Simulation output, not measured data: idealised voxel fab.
Module name: voxel tone inversion (process module)
This is section cut - it's 140 nm across, gridded in 5 nm square cells.
A cross-section is a grid of square cells, given in bands from the top down. A band is one or more rows of cells.
Within each band entry, the heights of the top and of the bottom of the band appear first, in that order and in nm; the materials of the band then follow from left to right, each with its corresponding width in nm. The designation "everywhere" on a single material indicates that it fills the band from edge to edge; the designation "blank" indicates empty space.
We count height from 0. Below that, the starting wafer is all one material. The lowest band never ends at the bottom but goes on down; see "from 0 down" for how that is written.
It should be noted that a width expressed as "30..40" varies in equal increments from row to row of cells within the band, taking the value of the first number at the top row and that of the second number at the bottom row.
Where the words "stayed the same" appear for a step, the cross-section shows no cell changed by that step; every cell remained as before.
Empty spaces without an open route to the top, at least 8 cells in extent, make up the entry "Voids, enclosed"; each is given as width x height at distance, where the distance is measured from the left edge, and all are in nm.
Read whatever lies past the settings on a step's line as the simulator's own remark about the step.
overlay nm: right-of-plan distance of the mask on a masked step; negative values mean left-of-plan.
# Listed below are the process steps as planned
1 RECEIVE, material Si
2 CONFORMAL_DEP, material SiCN, thk nm 10
3 DIRECTIONAL_DEP, material aC, thk nm 20
4 PATTERN, tone cover, mask id POSTS, material resist, width nm 15, pitch nm 45, thk nm 30, overlay nm 0
5 DIRECTIONAL_ETCH, etch materials aC, depth nm 20
6 STRIP, etch materials resist
7 FILL_DEP, material lowk, thk nm 5
8 CMP, height nm 30
9 STRIP, etch materials aC
# This is the cross-section of the wafer as we received it, i.e. after step 1
> from 0 down | Si everywhere
> Voids, enclosed: none
# The first of the two wafers as seen in cross-section once the module was finished; processing followed the plan
> from 30 to 10 | lowk 40 nm; blank 15 nm; lowk 30 nm; blank 15 nm; lowk 40 nm
> from 10 to 0 | SiCN everywhere
> from 0 down | Si everywhere
> Voids, enclosed: none
# Wafer two, sectioned after the module: the first wafer's start, the first wafer's plan, and one mistake in how it was run
> from 30 to 10 | lowk 35 nm; blank 25 nm; lowk 20 nm; blank 25 nm; lowk 35 nm
> from 10 to 0 | SiCN everywhere
> from 0 down | Si everywhere
> Voids, enclosed: none
What went wrong in running the wafer? contrary to plan, step 4 was performed as PATTERN, tone cover, mask id POSTS, material resist, width nm 25, pitch nm 45, thk nm 30, overlay nm 0
Counted in cells at the end, the second wafer holds more or fewer of these materials than the first: lowk: 16 fewer
